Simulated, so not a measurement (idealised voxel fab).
process module | voxel self aligned contacts
cross-section cut | 235 nm wide | cells 5 nm
A cross-section is a grid of square cells, given in bands from the top down. A band is one or more rows of cells.
Each band's line starts with the height of the band's top and of its bottom, in nm. Then come its materials from left to right, each with its width in nm. One material with "throughout" fills the band from edge to edge. "air" is empty space.
Height 0 is the level under which the wafer as received is all one material. The lowest band goes on downwards, as in "0 down".
A width such as "30 to 40" changes by the same amount from each row of cells to the next, from the band's top row to its bottom row.
"no change" after a step means that no cell of the cross-section changed.
closed voids: empty space of 8 cells or more with no open way to the top, each as width x height at its distance from the left edge, in nm
after a step's settings: what the simulator itself notes on the step
overlay nm, on a step with a mask: how far to the right of its planned place the mask lay; to the left if negative
plan
1 op RECEIVE | material Si
2 op CONFORMAL_DEP | material SiO2 | thk nm 5
3 op DIRECTIONAL_DEP | material polySi | thk nm 30
4 op DIRECTIONAL_DEP | material SiN | thk nm 20
5 op DIRECTIONAL_DEP | material aC | thk nm 15
6 op PATTERN | tone cover | mask id GATE | material resist | width nm 35 | pitch nm 75 | thk nm 30 | overlay nm 0
7 op DIRECTIONAL_ETCH | etch materials aC | depth nm 15
8 op STRIP | etch materials resist
9 op DIRECTIONAL_ETCH | etch materials SiN | depth nm 20
10 op DIRECTIONAL_ETCH | etch materials polySi | depth nm 30
11 op STRIP | etch materials aC
12 op CONFORMAL_DEP | material SiN | thk nm 10
13 op DIRECTIONAL_ETCH | etch materials SiN | depth nm 10
14 op FILL_DEP | material SiO2 | thk nm 20
15 op CMP | height nm 65
16 op DIRECTIONAL_DEP | material aC | thk nm 15
17 op PATTERN | tone open | mask id CONTACT | material resist | width nm 50 | pitch nm 75 | thk nm 35 | overlay nm 0
18 op DIRECTIONAL_ETCH | etch materials aC | depth nm 15
19 op STRIP | etch materials resist
20 op DIRECTIONAL_ETCH | etch materials SiO2 | depth nm 65
21 op STRIP | etch materials aC
22 op CONFORMAL_DEP | material TiN | thk nm 5
23 op FILL_DEP | material W | thk nm 10
24 op CMP | height nm 65
25 op CONFORMAL_DEP | material SiCN | thk nm 5
first wafer, as planned
as received, after step 1
  0 down: Si throughout
  closed voids: none
after step 2
  5 to 0: SiO2 throughout
  below 0: unchanged
after step 3
  35 to 5: polySi throughout
  below 5: unchanged
after step 4
  55 to 35: SiN throughout
  below 35: unchanged
after step 5
  70 to 55: aC throughout
  below 55: unchanged
after step 6
  100 to 70: air 25 | resist 35 | air 40 | resist 35 | air 40 | resist 35 | air 25
  below 70: unchanged
after step 7
  85 to 70: air 25 | resist 35 | air 40 | resist 35 | air 40 | resist 35 | air 25
  70 to 55: air 25 | aC 35 | air 40 | aC 35 | air 40 | aC 35 | air 25
  below 55: unchanged
after step 8
  70 to 55: air 25 | aC 35 | air 40 | aC 35 | air 40 | aC 35 | air 25
  below 55: unchanged
after step 9
  70 to 55: air 25 | aC 35 | air 40 | aC 35 | air 40 | aC 35 | air 25
  55 to 35: air 25 | SiN 35 | air 40 | SiN 35 | air 40 | SiN 35 | air 25
  below 35: unchanged
after step 10
  70 to 55: air 25 | aC 35 | air 40 | aC 35 | air 40 | aC 35 | air 25
  55 to 35: air 25 | SiN 35 | air 40 | SiN 35 | air 40 | SiN 35 | air 25
  35 to 5: air 25 | polySi 35 | air 40 | polySi 35 | air 40 | polySi 35 | air 25
  below 5: unchanged
after step 11
  55 to 35: air 25 | SiN 35 | air 40 | SiN 35 | air 40 | SiN 35 | air 25
  below 35: unchanged
after step 12
  65 to 35: air 15 | SiN 55 | air 20 | SiN 55 | air 20 | SiN 55 | air 15
  35 to 15: air 15 | SiN 10 | polySi 35 | SiN 10 | air 20 | SiN 10 | polySi 35 | SiN 10 | air 20 | SiN 10 | polySi 35 | SiN 10 | air 15
  15 to 5: SiN 25 | polySi 35 | SiN 40 | polySi 35 | SiN 40 | polySi 35 | SiN 25
  below 5: unchanged
after step 13
  55 to 35: air 15 | SiN 55 | air 20 | SiN 55 | air 20 | SiN 55 | air 15
  35 to 5: air 15 | SiN 10 | polySi 35 | SiN 10 | air 20 | SiN 10 | polySi 35 | SiN 10 | air 20 | SiN 10 | polySi 35 | SiN 10 | air 15
  below 5: unchanged
after step 14
  75 to 55: SiO2 throughout
  55 to 35: SiO2 15 | SiN 55 | SiO2 20 | SiN 55 | SiO2 20 | SiN 55 | SiO2 15
  35 to 5: SiO2 15 | SiN 10 | polySi 35 | SiN 10 | SiO2 20 | SiN 10 | polySi 35 | SiN 10 | SiO2 20 | SiN 10 | polySi 35 | SiN 10 | SiO2 15
  below 5: unchanged
after step 15
  65 to 55: SiO2 throughout
  below 55: unchanged
after step 16
  80 to 65: aC throughout
  below 65: unchanged
after step 17
  115 to 80: resist 55 | air 50 | resist 25 | air 50 | resist 55
  below 80: unchanged
after step 18
  100 to 80: resist 55 | air 50 | resist 25 | air 50 | resist 55
  80 to 65: aC 55 | air 50 | aC 25 | air 50 | aC 55
  below 65: unchanged
after step 19
  80 to 65: aC 55 | air 50 | aC 25 | air 50 | aC 55
  below 65: unchanged
after step 20
  80 to 65: aC 55 | air 50 | aC 25 | air 50 | aC 55
  65 to 55: SiO2 55 | air 50 | SiO2 25 | air 50 | SiO2 55
  55 to 35: SiO2 15 | SiN 55 | air 20 | SiN 55 | air 20 | SiN 55 | SiO2 15
  35 to 5: SiO2 15 | SiN 10 | polySi 35 | SiN 10 | air 20 | SiN 10 | polySi 35 | SiN 10 | air 20 | SiN 10 | polySi 35 | SiN 10 | SiO2 15
  5 to 0: SiO2 70 | air 20 | SiO2 55 | air 20 | SiO2 70
  below 0: unchanged
after step 21
  65 to 55: SiO2 55 | air 50 | SiO2 25 | air 50 | SiO2 55
  below 55: unchanged
after step 22
  70 to 65: TiN 60 | air 40 | TiN 35 | air 40 | TiN 60
  65 to 55: SiO2 55 | TiN 5 to 20 | air 40 to 10 | TiN 5 to 20 | SiO2 25 | TiN 5 to 20 | air 40 to 10 | TiN 5 to 20 | SiO2 55
  55 to 35: SiO2 15 | SiN 55 | TiN 5 | air 10 | TiN 5 | SiN 55 | TiN 5 | air 10 | TiN 5 | SiN 55 | SiO2 15
  35 to 5: SiO2 15 | SiN 10 | polySi 35 | SiN 10 | TiN 5 | air 10 | TiN 5 | SiN 10 | polySi 35 | SiN 10 | TiN 5 | air 10 | TiN 5 | SiN 10 | polySi 35 | SiN 10 | SiO2 15
  5 to 0: SiO2 70 | TiN 20 | SiO2 55 | TiN 20 | SiO2 70
  below 0: unchanged
after step 23
  80 to 70: W throughout
  70 to 65: TiN 60 | W 40 | TiN 35 | W 40 | TiN 60
  65 to 55: SiO2 55 | TiN 5 to 20 | W 40 to 10 | TiN 5 to 20 | SiO2 25 | TiN 5 to 20 | W 40 to 10 | TiN 5 to 20 | SiO2 55
  55 to 35: SiO2 15 | SiN 55 | TiN 5 | W 10 | TiN 5 | SiN 55 | TiN 5 | W 10 | TiN 5 | SiN 55 | SiO2 15
  35 to 5: SiO2 15 | SiN 10 | polySi 35 | SiN 10 | TiN 5 | W 10 | TiN 5 | SiN 10 | polySi 35 | SiN 10 | TiN 5 | W 10 | TiN 5 | SiN 10 | polySi 35 | SiN 10 | SiO2 15
  below 5: unchanged
after step 24
  65 to 55: SiO2 55 | TiN 5 to 20 | W 40 to 10 | TiN 5 to 20 | SiO2 25 | TiN 5 to 20 | W 40 to 10 | TiN 5 to 20 | SiO2 55
  below 55: unchanged
after step 25
  70 to 65: SiCN throughout
  below 65: unchanged
second wafer: like start, like plan, one mistake. Through step 5 it matches the first wafer
when step 6 should have ended
  100 to 70: air 30 | resist 25 | air 50 | resist 25 | air 50 | resist 25 | air 30
  below 70: unchanged
when step 7 should have ended
  85 to 70: air 30 | resist 25 | air 50 | resist 25 | air 50 | resist 25 | air 30
  70 to 55: air 30 | aC 25 | air 50 | aC 25 | air 50 | aC 25 | air 30
  below 55: unchanged
when step 8 should have ended
  70 to 55: air 30 | aC 25 | air 50 | aC 25 | air 50 | aC 25 | air 30
  below 55: unchanged
when step 9 should have ended
  70 to 55: air 30 | aC 25 | air 50 | aC 25 | air 50 | aC 25 | air 30
  55 to 35: air 30 | SiN 25 | air 50 | SiN 25 | air 50 | SiN 25 | air 30
  below 35: unchanged
when step 10 should have ended
  70 to 55: air 30 | aC 25 | air 50 | aC 25 | air 50 | aC 25 | air 30
  55 to 35: air 30 | SiN 25 | air 50 | SiN 25 | air 50 | SiN 25 | air 30
  35 to 5: air 30 | polySi 25 | air 50 | polySi 25 | air 50 | polySi 25 | air 30
  below 5: unchanged
when step 11 should have ended
  55 to 35: air 30 | SiN 25 | air 50 | SiN 25 | air 50 | SiN 25 | air 30
  below 35: unchanged
when step 12 should have ended
  65 to 35: air 20 | SiN 45 | air 30 | SiN 45 | air 30 | SiN 45 | air 20
  35 to 15: air 20 | SiN 10 | polySi 25 | SiN 10 | air 30 | SiN 10 | polySi 25 | SiN 10 | air 30 | SiN 10 | polySi 25 | SiN 10 | air 20
  15 to 5: SiN 30 | polySi 25 | SiN 50 | polySi 25 | SiN 50 | polySi 25 | SiN 30
  below 5: unchanged
when step 13 should have ended
  55 to 35: air 20 | SiN 45 | air 30 | SiN 45 | air 30 | SiN 45 | air 20
  35 to 5: air 20 | SiN 10 | polySi 25 | SiN 10 | air 30 | SiN 10 | polySi 25 | SiN 10 | air 30 | SiN 10 | polySi 25 | SiN 10 | air 20
  below 5: unchanged
when step 14 should have ended
  75 to 55: SiO2 throughout
  55 to 35: SiO2 20 | SiN 45 | SiO2 30 | SiN 45 | SiO2 30 | SiN 45 | SiO2 20
  35 to 5: SiO2 20 | SiN 10 | polySi 25 | SiN 10 | SiO2 30 | SiN 10 | polySi 25 | SiN 10 | SiO2 30 | SiN 10 | polySi 25 | SiN 10 | SiO2 20
  below 5: unchanged
when step 15 should have ended
  65 to 55: SiO2 throughout
  below 55: unchanged
when step 16 should have ended
  80 to 65: aC throughout
  below 65: unchanged
when step 17 should have ended
  115 to 80: resist 55 | air 50 | resist 25 | air 50 | resist 55
  below 80: unchanged
when step 18 should have ended
  100 to 80: resist 55 | air 50 | resist 25 | air 50 | resist 55
  80 to 65: aC 55 | air 50 | aC 25 | air 50 | aC 55
  below 65: unchanged
when step 19 should have ended
  80 to 65: aC 55 | air 50 | aC 25 | air 50 | aC 55
  below 65: unchanged
when step 20 should have ended
  80 to 65: aC 55 | air 50 | aC 25 | air 50 | aC 55
  65 to 55: SiO2 55 | air 50 | SiO2 25 | air 50 | SiO2 55
  55 to 35: SiO2 20 | SiN 45 | air 30 | SiN 45 | air 30 | SiN 45 | SiO2 20
  35 to 5: SiO2 20 | SiN 10 | polySi 25 | SiN 10 | air 30 | SiN 10 | polySi 25 | SiN 10 | air 30 | SiN 10 | polySi 25 | SiN 10 | SiO2 20
  5 to 0: SiO2 65 | air 30 | SiO2 45 | air 30 | SiO2 65
  below 0: unchanged
when step 21 should have ended
  65 to 55: SiO2 55 | air 50 | SiO2 25 | air 50 | SiO2 55
  below 55: unchanged
when step 22 should have ended
  70 to 65: TiN 60 | air 40 | TiN 35 | air 40 | TiN 60
  65 to 55: SiO2 55 | TiN 5 to 15 | air 40 to 20 | TiN 5 to 15 | SiO2 25 | TiN 5 to 15 | air 40 to 20 | TiN 5 to 15 | SiO2 55
  55 to 35: SiO2 20 | SiN 45 | TiN 5 | air 20 | TiN 5 | SiN 45 | TiN 5 | air 20 | TiN 5 | SiN 45 | SiO2 20
  35 to 5: SiO2 20 | SiN 10 | polySi 25 | SiN 10 | TiN 5 | air 20 | TiN 5 | SiN 10 | polySi 25 | SiN 10 | TiN 5 | air 20 | TiN 5 | SiN 10 | polySi 25 | SiN 10 | SiO2 20
  5 to 0: SiO2 65 | TiN 30 | SiO2 45 | TiN 30 | SiO2 65
  below 0: unchanged
when step 23 should have ended
  80 to 70: W throughout
  70 to 65: TiN 60 | W 40 | TiN 35 | W 40 | TiN 60
  65 to 55: SiO2 55 | TiN 5 to 15 | W 40 to 20 | TiN 5 to 15 | SiO2 25 | TiN 5 to 15 | W 40 to 20 | TiN 5 to 15 | SiO2 55
  55 to 35: SiO2 20 | SiN 45 | TiN 5 | W 20 | TiN 5 | SiN 45 | TiN 5 | W 20 | TiN 5 | SiN 45 | SiO2 20
  35 to 5: SiO2 20 | SiN 10 | polySi 25 | SiN 10 | TiN 5 | W 20 | TiN 5 | SiN 10 | polySi 25 | SiN 10 | TiN 5 | W 20 | TiN 5 | SiN 10 | polySi 25 | SiN 10 | SiO2 20
  below 5: unchanged
when step 24 should have ended
  65 to 55: SiO2 55 | TiN 5 to 15 | W 40 to 20 | TiN 5 to 15 | SiO2 25 | TiN 5 to 15 | W 40 to 20 | TiN 5 to 15 | SiO2 55
  below 55: unchanged
when step 25 should have ended
  70 to 65: SiCN throughout
  below 65: unchanged
what went wrong: step 6 ran as: op PATTERN | tone cover | mask id GATE | material resist | width nm 25 | pitch nm 75 | thk nm 30 | overlay nm 0
at the end the second wafer has, in cells: 24 fewer of SiN | 16 more of SiO2 | 44 more of W | 36 fewer of polySi
